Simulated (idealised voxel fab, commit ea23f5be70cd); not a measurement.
process module | voxel spacer lines
cross-section cut | 205 nm wide | cells 5 nm
A cross-section is a grid of square cells, given in bands from the top down. A band is one or more rows of cells.
Each band's line starts with the height of the band's top and of its bottom, in nm. Then come its materials from left to right, each with its width in nm. One material with "throughout" fills the band from edge to edge. "air" is empty space.
Height 0 is the level under which the wafer as received is all one material. The lowest band goes on downwards, as in "0 down".
A width such as "30 to 40" changes by the same amount from each row of cells to the next, from the band's top row to its bottom row.
"no change" after a step means that no cell of the cross-section changed.
closed voids: empty space of 8 cells or more with no open way to the top, each as width x height at its distance from the left edge, in nm
after a step's settings: what the simulator itself notes on the step
overlay nm, on a step with a mask: how far to the right of its planned place the mask lay; to the left if negative
plan
1 op RECEIVE | material Si
2 op CONFORMAL_DEP | material Al2O3 | thk nm 10
3 op DIRECTIONAL_DEP | material SiN | thk nm 20
4 op DIRECTIONAL_DEP | material polySi | thk nm 20
5 op PATTERN | tone cover | mask id MANDREL | material resist | width nm 20 | pitch nm 70 | thk nm 30 | overlay nm 0
6 op DIRECTIONAL_ETCH | etch materials polySi | depth nm 20
7 op STRIP | etch materials resist
8 op CONFORMAL_DEP | material SiO2 | thk nm 15
9 op DIRECTIONAL_ETCH | etch materials SiO2 | depth nm 15
10 op STRIP | etch materials polySi
11 op DIRECTIONAL_ETCH | etch materials SiN | depth nm 20
12 op STRIP | etch materials SiO2
as received, after step 1
  0 down: Si throughout
  closed voids: none
a wafer at the end: this start, this plan, one mistake
  30 to 10: air 20 | SiN 20 | air 50 | SiN 20 | air 50 | SiN 20 | air 25
  10 to 0: Al2O3 throughout
  0 down: Si throughout
  closed voids: none
what went wrong: step 5 ran as: op PATTERN | tone open | mask id MANDREL | material resist | width nm 20 | pitch nm 70 | thk nm 30 | overlay nm 0
